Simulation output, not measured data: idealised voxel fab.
The process module that follows is named voxel self aligned vias.
Square cells of 5 nm make up the cross-section cut, whose width is 265 nm.
Cross-section = grid of square cells, listed top down in bands; band = one or more rows.
In this notation a band is specified by the heights of its top and bottom, in that order and in nm, after which its materials appear from left to right, each paired with its width in nm. The word "all across" attached to a single material means that material fills the band from edge to edge; the word "blank" stands for empty space.
Heights from 0 (as-received wafer is one material below). Bottom band endless downward, as "0 and below".
Width "30->40": first value at the band's top row of cells, second value at its bottom row, equal change from row to row.
Any step labelled "no alterations made" changed none of the cells in the cross-section.
"Closed empty spaces" lists enclosed empty spaces (at least 8 cells, no open path upward to the top), each as width x height at distance from the left edge, in nm.
Where a step's line continues beyond its settings, the continuation is a remark by the simulator itself on that step.
The "overlay nm" setting may appear on a step's line; for a step that uses a mask, it gives how far to the right of its planned position the mask lay, and a negative value indicates the left.
### Planned step list for the process
1) RECEIVE with material Si
2) CONFORMAL_DEP with material SiO2, thk nm 10
3) CONFORMAL_DEP with material SiCN, thk nm 5
4) DIRECTIONAL_DEP with material SiO2, thk nm 25
5) MASKED_ETCH with tone open, mask id LINES, width nm 25, pitch nm 60, etch materials SiO2, depth nm 25, overlay nm 0
6) CONFORMAL_DEP with material TiN, thk nm 5
7) FILL_DEP with material W, thk nm 10
8) CMP with height nm 40
9) SELECTIVE_ETCH with etch materials W Ru TiN, depth nm 5
10) FILL_DEP with material SiN, thk nm 10
11) CMP with height nm 40
12) DIRECTIONAL_DEP with material SiO2, thk nm 20
13) PATTERN with tone open, mask id VIAS, material resist, width nm 35, pitch nm 120, thk nm 20, overlay nm 0
14) DIRECTIONAL_ETCH with etch materials SiO2, depth nm 20
15) DIRECTIONAL_ETCH with etch materials SiN, depth nm 5
16) STRIP with etch materials resist
17) CONFORMAL_DEP with material TiN, thk nm 5
18) FILL_DEP with material Ru, thk nm 5
19) CMP with height nm 60
20) CONFORMAL_DEP with material SiN, thk nm 5
### as received, after step 1
> 0 and below  Si all across
> Closed empty spaces: none
### Below is the wafer in cross-section after the module was completed. It began from the starting point shown above and followed the plan shown above, except that one mistake was made while running it
> 65 down to 60  SiN all across
> 60 down to 40  SiO2 (55)  TiN (5)  Ru (25)  TiN (5)  SiO2 (85)  TiN (5)  Ru (25)  TiN (5)  SiO2 (55)
> 40 down to 35  SiO2 (55)  TiN (35)  SiO2 (30)  SiN (25)  SiO2 (30)  TiN (35)  SiO2 (55)
> 35 down to 20  SiO2 (55)  TiN (10)  W (15)  TiN (10)  SiO2 (30)  TiN (5)  W (15)  TiN (5)  SiO2 (30)  TiN (10)  W (15)  TiN (10)  SiO2 (55)
> 20 down to 15  SiO2 (60)  TiN (25)  SiO2 (35)  TiN (25)  SiO2 (35)  TiN (25)  SiO2 (60)
> 15 down to 10  SiCN all across
> 10 down to 0  SiO2 all across
> 0 and below  Si all across
> Closed empty spaces: none
Where did the run depart from the plan? plan step 14 was conducted twice
